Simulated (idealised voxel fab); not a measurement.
Title: Process Module voxel wiring stack
Xsec cut, 245 nm wide, square cell size 5 nm.
In this document a cross-section is written as a grid of square cells. It is given as a series of bands, listed from the top down, and a band is one or more rows of cells. Read a band's entry like this: the first values are the height of its top and the height of its bottom in nm, and what follows is the sequence of materials from left to right, each with its width in nm. Note that "blank" is empty space, and that a single material marked "edge to edge" reaches across the band from edge to edge. Zero point of the height axis is 0; under it, received wafer = one material. Lowest band: continues down indefinitely, "top 0, no bottom". A width given as "30..40" starts at the first number in the band's top row and ends at the second number in its bottom row, shifting by an equal amount at every step from row to row. Any step labelled "nothing changed" changed none of the cells in the cross-section. What "Enclosed void inventory" gives you is every empty space of 8 cells or more that is cut off from the top. Each appears as width x height at distance, with the distance taken from the left edge and width, height and distance all in nm. Whatever follows a step's settings on its line is a remark the simulator itself makes about that step. The "overlay nm" setting may appear on a step's line; for a step that uses a mask, it gives how far to the right of its planned position the mask lay, and a negative value indicates the left.

[The process steps that were planned are listed below]
- 1: RECEIVE,material Si
- 2: CONFORMAL_DEP,material SiO2,thk nm 10
- 3: CONFORMAL_DEP,material SiCN,thk nm 5
- 4: DIRECTIONAL_DEP,material SiO2,thk nm 20
- 5: MASKED_ETCH,tone open,mask id METAL_1,width nm 30,pitch nm 60,etch materials SiO2,depth nm 20,overlay nm 0
- 6: MASKED_ETCH,tone open,mask id METAL_1,width nm 30,pitch nm 60,etch materials SiCN,depth nm 5,overlay nm 0
- 7: CONFORMAL_DEP,material TiN,thk nm 5
- 8: FILL_DEP,material W,thk nm 10
- 9: CMP,height nm 35
- 10: CONFORMAL_DEP,material SiCN,thk nm 5
- 11: DIRECTIONAL_DEP,material lowk,thk nm 20
- 12: PATTERN,tone open,mask id PLUG_1,material resist,width nm 15,pitch nm 60,thk nm 15,overlay nm 0
- 13: DIRECTIONAL_ETCH,etch materials lowk,depth nm 20
- 14: DIRECTIONAL_ETCH,etch materials SiCN,depth nm 5
- 15: STRIP,etch materials resist
- 16: EPI,material Ru,thk nm 10
- 17: EPI,material Ru,thk nm 10
- 18: EPI,material Ru,thk nm 5
- 19: DIRECTIONAL_DEP,material TiN,thk nm 5
- 20: DIRECTIONAL_DEP,material Ru,thk nm 25
- 21: PATTERN,tone cover,mask id METAL_2,material resist,width nm 30,pitch nm 60,thk nm 15,overlay nm 0
- 22: DIRECTIONAL_ETCH,etch materials Ru,depth nm 25
- 23: DIRECTIONAL_ETCH,etch materials TiN,depth nm 5
- 24: STRIP,etch materials resist
- 25: FILL_DEP,material lowk,thk nm 10
- 26: CMP,height nm 90
- 27: CONFORMAL_DEP,material SiCN,thk nm 5
- 28: DIRECTIONAL_DEP,material SiO2,thk nm 30
- 29: PATTERN,tone open,mask id METAL_3,material resist,width nm 30,pitch nm 60,thk nm 20,overlay nm 0
- 30: DIRECTIONAL_ETCH,etch materials SiO2,depth nm 20
- 31: STRIP,etch materials resist
- 32: PATTERN,tone open,mask id METAL_3_HOLES,material resist,width nm 15,pitch nm 60,thk nm 15,overlay nm 0
- 33: DIRECTIONAL_ETCH,etch materials SiO2,depth nm 10
- 34: DIRECTIONAL_ETCH,etch materials SiCN,depth nm 5
- 35: STRIP,etch materials resist
- 36: CONFORMAL_DEP,material TiN,thk nm 5
- 37: FILL_DEP,material Ru,thk nm 5
- 38: CMP,height nm 125
- 39: CONFORMAL_DEP,material SiCN,thk nm 5

[Incoming wafer in cross-section (state: after step 1)]
* top 0, no bottom = Si edge to edge
* Enclosed void inventory: none

[Here's the wafer cut in cross-section after the module, started and planned just like above, except one thing was done wrong in the run]
* top 130, bottom 125 = SiCN edge to edge
* top 125, bottom 110 = SiO2 45 nm, then TiN 5 nm, then Ru 20 nm, then TiN 5 nm, then SiO2 30 nm, then TiN 5 nm, then Ru 20 nm, then TiN 5 nm, then SiO2 30 nm, then TiN 5 nm, then Ru 20 nm, then TiN 5 nm, then SiO2 50 nm
* top 110, bottom 105 = SiO2 45 nm, then TiN 5 nm, then Ru 5 nm, then TiN 20 nm, then SiO2 30 nm, then TiN 5 nm, then Ru 5 nm, then TiN 20 nm, then SiO2 30 nm, then TiN 5 nm, then Ru 5 nm, then TiN 20 nm, then SiO2 50 nm
* top 105, bottom 95 = SiO2 45 nm, then TiN 5 nm, then Ru 5 nm, then TiN 5 nm, then SiO2 45 nm, then TiN 5 nm, then Ru 5 nm, then TiN 5 nm, then SiO2 45 nm, then TiN 5 nm, then Ru 5 nm, then TiN 5 nm, then SiO2 65 nm
* top 95, bottom 90 = SiCN 45 nm, then TiN 15 nm, then SiCN 45 nm, then TiN 15 nm, then SiCN 45 nm, then TiN 15 nm, then SiCN 65 nm
* top 90, bottom 65 = SiO2 45 nm, then Ru 30 nm, then SiO2 30 nm, then Ru 30 nm, then SiO2 30 nm, then Ru 30 nm, then SiO2 50 nm
* top 65, bottom 60 = SiO2 45 nm, then TiN 30 nm, then SiO2 30 nm, then TiN 30 nm, then SiO2 30 nm, then TiN 30 nm, then SiO2 50 nm
* top 60, bottom 40 = lowk 45 nm, then Ru 15 nm, then lowk 45 nm, then Ru 15 nm, then lowk 45 nm, then Ru 15 nm, then lowk 65 nm
* top 40, bottom 35 = SiCN 45 nm, then Ru 15 nm, then SiCN 45 nm, then Ru 15 nm, then SiCN 45 nm, then Ru 15 nm, then SiCN 65 nm
* top 35, bottom 15 = SiO2 45 nm, then TiN 5 nm, then W 20 nm, then TiN 5 nm, then SiO2 30 nm, then TiN 5 nm, then W 20 nm, then TiN 5 nm, then SiO2 30 nm, then TiN 5 nm, then W 20 nm, then TiN 5 nm, then SiO2 50 nm
* top 15, bottom 10 = SiCN 45 nm, then TiN 30 nm, then SiCN 30 nm, then TiN 30 nm, then SiCN 30 nm, then TiN 30 nm, then SiCN 50 nm
* top 10, bottom 0 = SiO2 edge to edge
* top 0, no bottom = Si edge to edge
* Enclosed void inventory: none
It is concluded that the wafer was processed incorrectly with respect to the plan, in that the process deviated at step 25: the operation and settings actually run there were FILL_DEP,material SiO2,thk nm 10
